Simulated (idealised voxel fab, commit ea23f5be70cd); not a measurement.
Process module name: voxel local oxidation
cross-section cut | 250 nm wide | cells 5 nm
Cross-sections here: square-cell grids, written as top-down lists of bands, a band being one or more rows of cells. Within each band entry, the heights of the top and of the bottom of the band appear first, in that order and in nm; the materials of the band then follow from left to right, each with its corresponding width in nm. The designation "everywhere" on a single material indicates that it fills the band from edge to edge; the designation "blank" indicates empty space. For the purposes of this specification, 0 denotes the height below which the wafer in its as-received condition is composed wholly of one material, and the lowermost band, lacking a lower limit, extends downward without end, as expressed in "0 and below". Per-row width for "30 to 40": begins at first number (top row of band), ends at second number (bottom row), increment between rows held constant. "identical to before" after a step means that no cell of the cross-section changed. The entry "Enclosed void inventory" lists the empty spaces that cover at least 8 cells and have no open path to the top. Each is written as width x height at distance, where the distance is measured from the left edge and all three values are in nm. Past the settings on a step's line: simulator remark, on that step. On any step carrying a mask, the "overlay nm" setting, if present on the step's line, tells how far right of its planned place the mask lay; negative values point to the left.
The planned process steps are enumerated hereunder:
1) RECEIVE | material Si
2) OXIDIZE | depth nm 5
3) CONFORMAL_DEP | material SiN | thk nm 15
4) DIRECTIONAL_DEP | material aC | thk nm 15
5) PATTERN | tone cover | mask id ACTIVE | material resist | width nm 95 | thk nm 35 | overlay nm 0
6) DIRECTIONAL_ETCH | etch materials aC | depth nm 15
7) STRIP | etch materials resist
8) DIRECTIONAL_ETCH | etch materials SiN | depth nm 15
9) STRIP | etch materials aC
10) SELECTIVE_ETCH | etch materials SiO2 | depth nm 5
11) OXIDIZE | depth nm 10
12) STRIP | etch materials SiN
The following pertains to the first of two wafers, which was processed as planned:
Cross-section, incoming material, after step 1:
    0 and below: Si everywhere
    Enclosed void inventory: none
Cross-section of the wafer after step 2:
    0 down to -5: SiO2 everywhere
    Under -5: no change, same as before.
Cross-section of the wafer after step 3:
    15 down to 0: SiN everywhere
    Under 0: no change, same as before.
Cross-section of the wafer after step 4:
    30 down to 15: aC everywhere
    Under 15: no change, same as before.
Cross-section of the wafer after step 5:
    65 down to 30: blank: 75 / resist: 95 / blank: 80
    Under 30: no change, same as before.
Cross-section of the wafer after step 6:
    50 down to 30: blank: 75 / resist: 95 / blank: 80
    30 down to 15: blank: 75 / aC: 95 / blank: 80
    Under 15: no change, same as before.
Cross-section of the wafer after step 7:
    30 down to 15: blank: 75 / aC: 95 / blank: 80
    Under 15: no change, same as before.
Cross-section of the wafer after step 8:
    30 down to 15: blank: 75 / aC: 95 / blank: 80
    15 down to 0: blank: 75 / SiN: 95 / blank: 80
    Under 0: no change, same as before.
Cross-section of the wafer after step 9:
    15 down to 0: blank: 75 / SiN: 95 / blank: 80
    Under 0: no change, same as before.
Cross-section of the wafer after step 10:
    15 down to 0: blank: 75 / SiN: 95 / blank: 80
    0 down to -5: blank: 80 / SiO2: 85 / blank: 85
    Under -5: no change, same as before.
Cross-section of the wafer after step 11:
    15 down to 0: blank: 75 / SiN: 95 / blank: 80
    0 down to -5: blank: 80 / SiO2: 85 / blank: 85
    -5 down to -15: SiO2: 90 / Si: 65 / SiO2: 95
    Under -15: no change, same as before.
Cross-section of the wafer after step 12:
    0 down to -5: blank: 80 / SiO2: 85 / blank: 85
    Under -5: no change, same as before.
Wafer two: like wafer one in start and plan, but with one mistake in execution; identical up to and including step 4:
Cross-section of the second wafer at the time by which step 5 should have been completed according to the plan:
    65 down to 30: blank: 85 / resist: 95 / blank: 70
    Under 30: no change, same as before.
Cross-section of the second wafer at the time by which step 6 should have been completed according to the plan:
    50 down to 30: blank: 85 / resist: 95 / blank: 70
    30 down to 15: blank: 85 / aC: 95 / blank: 70
    Under 15: no change, same as before.
Cross-section of the second wafer at the time by which step 7 should have been completed according to the plan:
    30 down to 15: blank: 85 / aC: 95 / blank: 70
    Under 15: no change, same as before.
Cross-section of the second wafer at the time by which step 8 should have been completed according to the plan:
    30 down to 15: blank: 85 / aC: 95 / blank: 70
    15 down to 0: blank: 85 / SiN: 95 / blank: 70
    Under 0: no change, same as before.
Cross-section of the second wafer at the time by which step 9 should have been completed according to the plan:
    15 down to 0: blank: 85 / SiN: 95 / blank: 70
    Under 0: no change, same as before.
Cross-section of the second wafer at the time by which step 10 should have been completed according to the plan:
    15 down to 0: blank: 85 / SiN: 95 / blank: 70
    0 down to -5: blank: 90 / SiO2: 85 / blank: 75
    Under -5: no change, same as before.
Cross-section of the second wafer at the time by which step 11 should have been completed according to the plan:
    15 down to 0: blank: 85 / SiN: 95 / blank: 70
    0 down to -5: blank: 90 / SiO2: 85 / blank: 75
    -5 down to -15: SiO2: 100 / Si: 65 / SiO2: 85
    Under -15: no change, same as before.
Cross-section of the second wafer at the time by which step 12 should have been completed according to the plan:
    0 down to -5: blank: 90 / SiO2: 85 / blank: 75
    Under -5: no change, same as before.
In executing the process, a mistake was made relative to the plan: step 5 was run on a setting that differed from the plan, and what really ran there is PATTERN | tone cover | mask id ACTIVE | material resist | width nm 95 | thk nm 35 | overlay nm 10
In the final comparison it is observed that the number of cells assigned to each material is identical for the two wafers, whereas their placement is not.
